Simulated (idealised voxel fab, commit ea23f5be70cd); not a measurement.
process module | voxel transistor to metal
cross-section cut | 150 nm wide | cells 5 nm
A cross-section is a grid of square cells, given in bands from the top down. A band is one or more rows of cells.
Each band's line starts with the height of the band's top and of its bottom, in nm. Then come its materials from left to right, each with its width in nm. One material with "throughout" fills the band from edge to edge. "air" is empty space.
Height 0 is the level under which the wafer as received is all one material. The lowest band goes on downwards, as in "0 down".
A width such as "30 to 40" changes by the same amount from each row of cells to the next, from the band's top row to its bottom row.
"no change" after a step means that no cell of the cross-section changed.
closed voids: empty space of 8 cells or more with no open way to the top, each as width x height at its distance from the left edge, in nm
after a step's settings: what the simulator itself notes on the step
overlay nm, on a step with a mask: how far to the right of its planned place the mask lay; to the left if negative
plan
1 op RECEIVE | material Si
2 op OXIDIZE | depth nm 5
3 op CONFORMAL_DEP | material SiN | thk nm 10
4 op PATTERN | tone cover | mask id ACTIVE | material resist | width nm 95 | thk nm 20 | overlay nm 0
5 op DIRECTIONAL_ETCH | etch materials SiN | depth nm 10
6 op DIRECTIONAL_ETCH | etch materials SiO2 | depth nm 5
7 op DIRECTIONAL_ETCH | etch materials Si | depth nm 35
8 op STRIP | etch materials resist
9 op FILL_DEP | material SiO2 | thk nm 5
10 op CMP | height nm 10
11 op SELECTIVE_ETCH | etch materials SiO2 | depth nm 10
12 op STRIP | etch materials SiN
13 op SELECTIVE_ETCH | etch materials SiO2 | depth nm 5
14 op OXIDIZE | depth nm 5
15 op DIRECTIONAL_DEP | material polySi | thk nm 30
16 op DIRECTIONAL_DEP | material SiCN | thk nm 10
17 op MASKED_ETCH | tone cover | mask id GATE | width nm 25 | etch materials SiCN | depth nm 20 | overlay nm 0
18 op MASKED_ETCH | tone cover | mask id GATE | width nm 25 | etch materials polySi | depth nm 40 | overlay nm 0
19 op CONFORMAL_DEP | material SiO2 | thk nm 5
20 op DIRECTIONAL_ETCH | etch materials SiO2 | depth nm 5
21 op CONFORMAL_DEP | material SiN | thk nm 5
22 op DIRECTIONAL_ETCH | etch materials SiN | depth nm 5
23 op DIRECTIONAL_ETCH | etch materials SiO2 | depth nm 5
24 op DIRECTIONAL_ETCH | etch materials Si | depth nm 5
25 op EPI | material SiGe | thk nm 10
26 op FILL_DEP | material SiO2 | thk nm 10
27 op CMP | height nm 25
28 op STRIP | etch materials polySi
29 op SELECTIVE_ETCH | etch materials SiO2 | depth nm 5
30 op CONFORMAL_DEP | material HfO2 | thk nm 5
31 op CONFORMAL_DEP | material TiN | thk nm 5
32 op FILL_DEP | material W | thk nm 10
33 op CMP | height nm 20
34 op DIRECTIONAL_DEP | material SiO2 | thk nm 15
35 op MASKED_ETCH | tone open | mask id CONTACT | width nm 15 | pitch nm 70 | etch materials SiO2 | depth nm 40 | overlay nm 0
36 op CONFORMAL_DEP | material TiN | thk nm 5
37 op FILL_DEP | material Ru | thk nm 10
38 op CMP | height nm 35
39 op CONFORMAL_DEP | material SiCN | thk nm 5
40 op DIRECTIONAL_DEP | material SiO2 | thk nm 20
41 op PATTERN | tone open | mask id METAL_1 | material resist | width nm 15 | pitch nm 70 | thk nm 15 | overlay nm 0
42 op DIRECTIONAL_ETCH | etch materials SiO2 | depth nm 20
43 op DIRECTIONAL_ETCH | etch materials SiCN | depth nm 5
44 op STRIP | etch materials resist
45 op CONFORMAL_DEP | material TiN | thk nm 5
46 op FILL_DEP | material Cu | thk nm 10
47 op CMP | height nm 60
48 op CONFORMAL_DEP | material SiN | thk nm 5
as received, after step 1
  0 down: Si throughout
  closed voids: none
first wafer at the end, as planned
  65 to 60: SiN throughout
  60 to 40: SiO2 30 | TiN 5 | Cu 5 | TiN 5 | SiO2 55 | TiN 5 | Cu 5 | TiN 5 | SiO2 35
  40 to 35: SiCN 30 | TiN 15 | SiCN 55 | TiN 15 | SiCN 35
  35 to 20: SiO2 30 | TiN 5 | Ru 5 | TiN 5 | SiO2 55 | TiN 5 | Ru 5 | TiN 5 | SiO2 35
  20 to 5: SiO2 30 | TiN 5 | Ru 5 | TiN 5 | SiO2 5 | SiN 5 | HfO2 5 | TiN 5 | W 15 | TiN 5 | HfO2 5 | SiN 5 | SiO2 5 | TiN 5 | Ru 5 | TiN 5 | SiO2 35
  5 to 0: SiO2 30 | TiN 15 | SiO2 5 | SiN 5 | HfO2 5 | TiN 5 | W 15 | TiN 5 | HfO2 5 | SiN 5 | SiO2 5 | TiN 15 | SiO2 35
  0 to -5: SiO2 30 | TiN 10 | SiGe 10 | SiN 5 | HfO2 5 | TiN 25 | HfO2 5 | SiN 5 | SiGe 10 | TiN 10 | SiO2 35
  -5 to -10: SiO2 20 | SiGe 30 | SiO2 5 | HfO2 35 | SiO2 5 | SiGe 30 | SiO2 25
  -10 to -15: SiO2 25 | SiGe 25 | Si 45 | SiGe 25 | SiO2 30
  -15 to -40: SiO2 25 | Si 95 | SiO2 30
  -40 down: Si throughout
  closed voids: none
second wafer at the end: like start, like plan, one mistake
  65 to 60: SiN throughout
  60 to 40: SiO2 30 | TiN 5 | Cu 5 | TiN 5 | SiO2 55 | TiN 5 | Cu 5 | TiN 5 | SiO2 35
  40 to 35: SiCN 30 | TiN 15 | SiCN 55 | TiN 15 | SiCN 35
  35 to 20: SiO2 30 | TiN 5 | Ru 5 | TiN 5 | SiO2 55 | TiN 5 | Ru 5 | TiN 5 | SiO2 35
  20 to 10: SiO2 30 | TiN 5 | Ru 5 | TiN 5 | SiO2 5 | SiN 5 | HfO2 5 | TiN 5 | W 15 | TiN 5 | HfO2 5 | SiN 5 | SiO2 5 | TiN 5 | Ru 5 | TiN 5 | SiO2 35
  10 to 5: SiO2 30 | TiN 15 | SiO2 5 | SiN 5 | HfO2 5 | TiN 5 | W 15 | TiN 5 | HfO2 5 | SiN 5 | SiO2 5 | TiN 15 | SiO2 35
  5 to 0: SiO2 30 | TiN 5 | SiGe 15 | SiN 5 | HfO2 5 | TiN 5 | W 15 | TiN 5 | HfO2 5 | SiN 5 | SiGe 15 | TiN 5 | SiO2 35
  0 to -5: SiO2 15 | SiGe 35 | SiN 5 | HfO2 5 | TiN 25 | HfO2 5 | SiN 5 | SiGe 35 | SiO2 20
  -5 to -10: SiO2 15 | SiGe 35 | SiO2 5 | HfO2 35 | SiO2 5 | SiGe 35 | SiO2 20
  -10 to -15: SiO2 25 | SiGe 25 | Si 45 | SiGe 25 | SiO2 30
  -15 to -40: SiO2 25 | Si 95 | SiO2 30
  -40 down: Si throughout
  closed voids: none
what went wrong: step 25 ran as: op EPI | material SiGe | thk nm 15
at the end the second wafer has, in cells: 2 fewer of Ru | 18 more of SiGe | 10 fewer of SiO2 | 6 fewer of TiN
